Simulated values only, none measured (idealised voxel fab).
process module | voxel quadruple lines
cross-section cut | 245 nm wide | cells 5 nm
A cross-section is a grid of square cells, given in bands from the top down. A band is one or more rows of cells.
Each band's line starts with the height of the band's top and of its bottom, in nm. Then come its materials from left to right, each with its width in nm. One material with "throughout" fills the band from edge to edge. "air" is empty space.
Height 0 is the level under which the wafer as received is all one material. The lowest band goes on downwards, as in "0 down".
A width such as "30 to 40" changes by the same amount from each row of cells to the next, from the band's top row to its bottom row.
"no change" after a step means that no cell of the cross-section changed.
closed voids: empty space of 8 cells or more with no open way to the top, each as width x height at its distance from the left edge, in nm
after a step's settings: what the simulator itself notes on the step
overlay nm, on a step with a mask: how far to the right of its planned place the mask lay; to the left if negative
plan
1 op RECEIVE | material Si
2 op CONFORMAL_DEP | material Al2O3 | thk nm 10
3 op DIRECTIONAL_DEP | material TiN | thk nm 10
4 op DIRECTIONAL_DEP | material polySi | thk nm 15
5 op DIRECTIONAL_DEP | material aC | thk nm 25
6 op PATTERN | tone cover | mask id MANDREL | material resist | width nm 25 | pitch nm 80 | thk nm 35 | overlay nm 0
7 op DIRECTIONAL_ETCH | etch materials aC | depth nm 25
8 op STRIP | etch materials resist
9 op CONFORMAL_DEP | material SiO2 | thk nm 15
10 op DIRECTIONAL_ETCH | etch materials SiO2 | depth nm 15
11 op STRIP | etch materials aC
12 op DIRECTIONAL_ETCH | etch materials polySi | depth nm 15
13 op STRIP | etch materials SiO2
14 op CONFORMAL_DEP | material SiN | thk nm 5
15 op DIRECTIONAL_ETCH | etch materials SiN | depth nm 5
16 op STRIP | etch materials polySi
17 op DIRECTIONAL_ETCH | etch materials TiN | depth nm 10
18 op STRIP | etch materials SiN
as received, after step 1
  0 down: Si throughout
  closed voids: none
first wafer at the end, as planned
  20 to 10: air 50 | TiN 5 | air 15 | TiN 5 | air 15 | TiN 5 | air 15 | TiN 5 | air 15 | TiN 5 | air 15 | TiN 5 | air 15 | TiN 5 | air 15 | TiN 5 | air 50
  10 to 0: Al2O3 throughout
  0 down: Si throughout
  closed voids: none
second wafer at the end: like start, like plan, one mistake
  20 to 10: air 55 | TiN 5 | air 15 | TiN 5 | air 15 | TiN 5 | air 15 | TiN 5 | air 15 | TiN 5 | air 15 | TiN 5 | air 15 | TiN 5 | air 15 | TiN 5 | air 45
  10 to 0: Al2O3 throughout
  0 down: Si throughout
  closed voids: none
what went wrong: step 6 ran as: op PATTERN | tone cover | mask id MANDREL | material resist | width nm 25 | pitch nm 80 | thk nm 35 | overlay nm 5
at the end the second wafer has, in cells: as many of each material as the first, in other places
